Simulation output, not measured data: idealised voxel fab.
A process module follows: voxel gate over fins.
The figure presents cross-section cut, which has a width of 250 nm and is divided into square cells with an edge length of 5 nm.
For the purposes of this document, a cross-section shall be understood as a grid of square cells, specified as bands listed in top-to-bottom order, each band consisting of one or more rows of cells. First you get the band's top height and its bottom height, in nm, and then the materials it's made of, left to right, with each width in nm. If you see a single material with "throughout", that one covers the band edge to edge. "air" is empty space. We count height from 0. Below that, the starting wafer is all one material. The lowest band never ends at the bottom but goes on down; see "0 nm and below" for how that is written. It should be noted that a width expressed as "30->40" varies in equal increments from row to row of cells within the band, taking the value of the first number at the top row and that of the second number at the bottom row. Where the words "remained unchanged" appear for a step, the cross-section shows no cell changed by that step; every cell remained as before. If an empty space has no open way to the top and is at least 8 cells in size, "Completely sealed voids" lists it, written width x height at distance, where distance is measured from the left edge and every value is in nm. Note: text after step settings on the step line = simulator remark on that step. overlay nm: mask offset rightward from planned place, masked step; negative means leftward offset.

Process steps - plan:
1) op RECEIVE | material Si
2) op CONFORMAL_DEP | material SiN | thk nm 5
3) op MASKED_ETCH | tone cover | mask id FINS | width nm 15 | pitch nm 55 | etch materials SiN | depth nm 5 | overlay nm 0
4) op MASKED_ETCH | tone cover | mask id FINS | width nm 15 | pitch nm 55 | etch materials Si | depth nm 40 | overlay nm 0
5) op OXIDIZE | depth nm 5
6) op FILL_DEP | material SiO2 | thk nm 15
7) op CMP | height nm 5
8) op MASKED_ETCH | tone open | mask id RAIL | width nm 15 | etch materials SiO2 | depth nm 40 | overlay nm 0
9) op CONFORMAL_DEP | material TiN | thk nm 5
10) op FILL_DEP | material W | thk nm 10
11) op CMP | height nm 5
12) op SELECTIVE_ETCH | etch materials W Ru TiN | depth nm 30
13) op FILL_DEP | material SiO2 | thk nm 5
14) op CMP | height nm 5
15) op SELECTIVE_ETCH | etch materials SiO2 | depth nm 20
16) op STRIP | etch materials SiN
17) op CONFORMAL_DEP | material HfO2 | thk nm 5
18) op CONFORMAL_DEP | material TiN | thk nm 5
19) op FILL_DEP | material W | thk nm 10
20) op CMP | height nm 15
21) op CONFORMAL_DEP | material SiN | thk nm 5

The cross-section here shows the wafer as received, i.e. in its state after step 1:
* 0 nm and below: Si throughout
* Completely sealed voids: none

Wafer cross-section at end of module: start and plan as shown above, one execution error:
* 20 nm to 15 nm: SiN throughout
* 15 nm to 10 nm: 55 nm W / 25 nm TiN / 170 nm W
* 10 nm to 5 nm: 30 nm W / 30 nm TiN / 15 nm HfO2 / 5 nm TiN / 5 nm W / 25 nm TiN / 30 nm W / 25 nm TiN / 30 nm W / 25 nm TiN / 30 nm W
* 5 nm to 0 nm: 30 nm W / 5 nm TiN / 15 nm HfO2 / 10 nm TiN / 15 nm HfO2 / 5 nm TiN / 5 nm W / 5 nm TiN / 15 nm HfO2 / 5 nm TiN / 30 nm W / 5 nm TiN / 15 nm HfO2 / 5 nm TiN / 30 nm W / 5 nm TiN / 15 nm HfO2 / 5 nm TiN / 30 nm W
* 0 nm to -5 nm: 30 nm W / 5 nm TiN / 5 nm HfO2 / 5 nm Si / 5 nm HfO2 / 10 nm TiN / 15 nm HfO2 / 5 nm TiN / 5 nm W / 5 nm TiN / 5 nm HfO2 / 5 nm Si / 5 nm HfO2 / 5 nm TiN / 30 nm W / 5 nm TiN / 5 nm HfO2 / 5 nm Si / 5 nm HfO2 / 5 nm TiN / 30 nm W / 5 nm TiN / 5 nm HfO2 / 5 nm Si / 5 nm HfO2 / 5 nm TiN / 30 nm W
* -5 nm to -10 nm: 35 nm TiN / 5 nm HfO2 / 5 nm Si / 5 nm HfO2 / 10 nm TiN / 15 nm HfO2 / 15 nm TiN / 5 nm HfO2 / 5 nm Si / 5 nm HfO2 / 40 nm TiN / 5 nm HfO2 / 5 nm Si / 5 nm HfO2 / 40 nm TiN / 5 nm HfO2 / 5 nm Si / 5 nm HfO2 / 35 nm TiN
* -10 nm to -15 nm: 40 nm HfO2 / 5 nm Si / 50 nm HfO2 / 5 nm Si / 50 nm HfO2 / 5 nm Si / 50 nm HfO2 / 5 nm Si / 40 nm HfO2
* -15 nm to -25 nm: 40 nm SiO2 / 5 nm Si / 20 nm SiO2 / 5 nm HfO2 / 25 nm SiO2 / 5 nm Si / 50 nm SiO2 / 5 nm Si / 50 nm SiO2 / 5 nm Si / 40 nm SiO2
* -25 nm to -30 nm: 40 nm SiO2 / 5 nm Si / 15 nm SiO2 / 5 nm TiN / 5 nm HfO2 / 5 nm TiN / 20 nm SiO2 / 5 nm Si / 50 nm SiO2 / 5 nm Si / 50 nm SiO2 / 5 nm Si / 40 nm SiO2
* -30 nm to -35 nm: 40 nm SiO2 / 5 nm Si / 15 nm SiO2 / 15 nm TiN / 20 nm SiO2 / 5 nm Si / 50 nm SiO2 / 5 nm Si / 50 nm SiO2 / 5 nm Si / 40 nm SiO2
* -35 nm to -45 nm: 40 nm SiO2 / 5 nm Si / 50 nm SiO2 / 5 nm Si / 50 nm SiO2 / 5 nm Si / 50 nm SiO2 / 5 nm Si / 40 nm SiO2
* -45 nm and below: Si throughout
* Completely sealed voids: none
what went wrong: so step 10 ended up running with a different setting than we planned, it ran as op FILL_DEP | material HfO2 | thk nm 10
